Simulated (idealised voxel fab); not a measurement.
The name of this process module is voxel wiring stack.
Displayed cross-section: cut, width of 255 nm, square cells sized 5 nm.
A cross-section is a grid of square cells, given in bands from the top down. A band is one or more rows of cells.
This entry defines a band. It first specifies the height of the band's top and the height of its bottom in nm, and then specifies the band's materials from left to right, stating each material with its width in nm. The word "throughout" identifies a single material that fills the band from edge to edge, while the word "blank" identifies empty space.
Ref level 0: as-received wafer is one material below here. Bottom band extends down with no lower bound ("0 down").
A width given as "30..40" starts at the first number in the band's top row and ends at the second number in its bottom row, shifting by an equal amount at every step from row to row.
Given "no alterations made" for a step, no cell of the cross-section differs between before and after that step.
Reported under the label "Voids, fully enclosed" are the empty spaces having no open way to the top and comprising 8 cells or more; the notation for each is width x height at distance, in which the distance is measured from the left edge and all three values are in nm.
The remark found on a step's line after its settings is issued by the simulator itself and pertains to that step.
A step line may carry the setting "overlay nm", which, for steps involving a mask, states the distance by which the mask lay to the right of its intended position; negative values denote displacement to the left.

plan
1) RECEIVE [material Si]
2) CONFORMAL_DEP [material SiO2] [thk nm 15]
3) DIRECTIONAL_DEP [material TiN] [thk nm 5]
4) DIRECTIONAL_DEP [material Ru] [thk nm 20]
5) MASKED_ETCH [tone cover] [mask id METAL_1] [width nm 30] [pitch nm 60] [etch materials Ru] [depth nm 20] [overlay nm 0]
6) MASKED_ETCH [tone cover] [mask id METAL_1] [width nm 30] [pitch nm 60] [etch materials TiN] [depth nm 5] [overlay nm 0]
7) CONFORMAL_DEP [material SiN] [thk nm 5]
8) FILL_DEP [material SiO2] [thk nm 10]
9) CMP [height nm 40]
10) CONFORMAL_DEP [material SiCN] [thk nm 5]
11) DIRECTIONAL_DEP [material lowk] [thk nm 30]
12) PATTERN [tone open] [mask id METAL_2] [material resist] [width nm 30] [pitch nm 60] [thk nm 15] [overlay nm 0]
13) DIRECTIONAL_ETCH [etch materials lowk] [depth nm 20]
14) STRIP [etch materials resist]
15) MASKED_ETCH [tone open] [mask id METAL_2_HOLES] [width nm 15] [pitch nm 120] [etch materials lowk] [depth nm 10] [overlay nm 0]
16) MASKED_ETCH [tone open] [mask id METAL_2_HOLES] [width nm 15] [pitch nm 120] [etch materials SiCN] [depth nm 5] [overlay nm 0]
17) CONFORMAL_DEP [material TiN] [thk nm 5]
18) FILL_DEP [material Cu] [thk nm 5]
19) CMP [height nm 75]
20) CONFORMAL_DEP [material SiCN] [thk nm 5]
21) DIRECTIONAL_DEP [material SiO2] [thk nm 30]
22) MASKED_ETCH [tone open] [mask id METAL_3] [width nm 30] [pitch nm 60] [etch materials SiO2] [depth nm 15] [overlay nm 0]
23) MASKED_ETCH [tone open] [mask id METAL_3_HOLES] [width nm 15] [pitch nm 120] [etch materials SiO2] [depth nm 15] [overlay nm 0]
24) MASKED_ETCH [tone open] [mask id METAL_3_HOLES] [width nm 15] [pitch nm 120] [etch materials SiCN] [depth nm 5] [overlay nm 0]
25) CONFORMAL_DEP [material TiN] [thk nm 5]
26) FILL_DEP [material Cu] [thk nm 10]
27) CMP [height nm 110]
28) CONFORMAL_DEP [material SiCN] [thk nm 5]
29) DIRECTIONAL_DEP [material SiO2] [thk nm 30]
30) PATTERN [tone open] [mask id METAL_4] [material resist] [width nm 30] [pitch nm 60] [thk nm 15] [overlay nm 0]
31) DIRECTIONAL_ETCH [etch materials SiO2] [depth nm 15]
32) STRIP [etch materials resist]
33) MASKED_ETCH [tone open] [mask id METAL_4_HOLES] [width nm 15] [pitch nm 60] [etch materials SiO2] [depth nm 15] [overlay nm 0]
34) MASKED_ETCH [tone open] [mask id METAL_4_HOLES] [width nm 15] [pitch nm 60] [etch materials SiCN] [depth nm 5] [overlay nm 0]
35) CONFORMAL_DEP [material TiN] [thk nm 5]
36) FILL_DEP [material Cu] [thk nm 10]
37) CMP [height nm 145]
38) CONFORMAL_DEP [material SiN] [thk nm 5]
Keep in mind the plan's value for the width nm of step 15 comes from the first wafer; the wafers don't share that setting, but they do share the same starting point.

After step 1, as received: first of several wafers, cross-section
  0 down  Si throughout
  Voids, fully enclosed: none

Where each wafer stands at the end of the module, a row apiece: cells of each material gained (+) or lost (-) since it was received, then closed voids
width nm 15, +142 Cu, +96 Ru, +129 SiCN, +110 SiN, +643 SiO2, +212 TiN, +198 lowk, Voids, fully enclosed: none
width nm 20, +146 Cu, +96 Ru, +129 SiCN, +110 SiN, +643 SiO2, +212 TiN, +194 lowk, Voids, fully enclosed: none
width nm 25, +148 Cu, +96 Ru, +129 SiCN, +110 SiN, +643 SiO2, +214 TiN, +190 lowk, Voids, fully enclosed: none
width nm 30, +152 Cu, +96 Ru, +129 SiCN, +110 SiN, +643 SiO2, +214 TiN, +186 lowk, Voids, fully enclosed: none
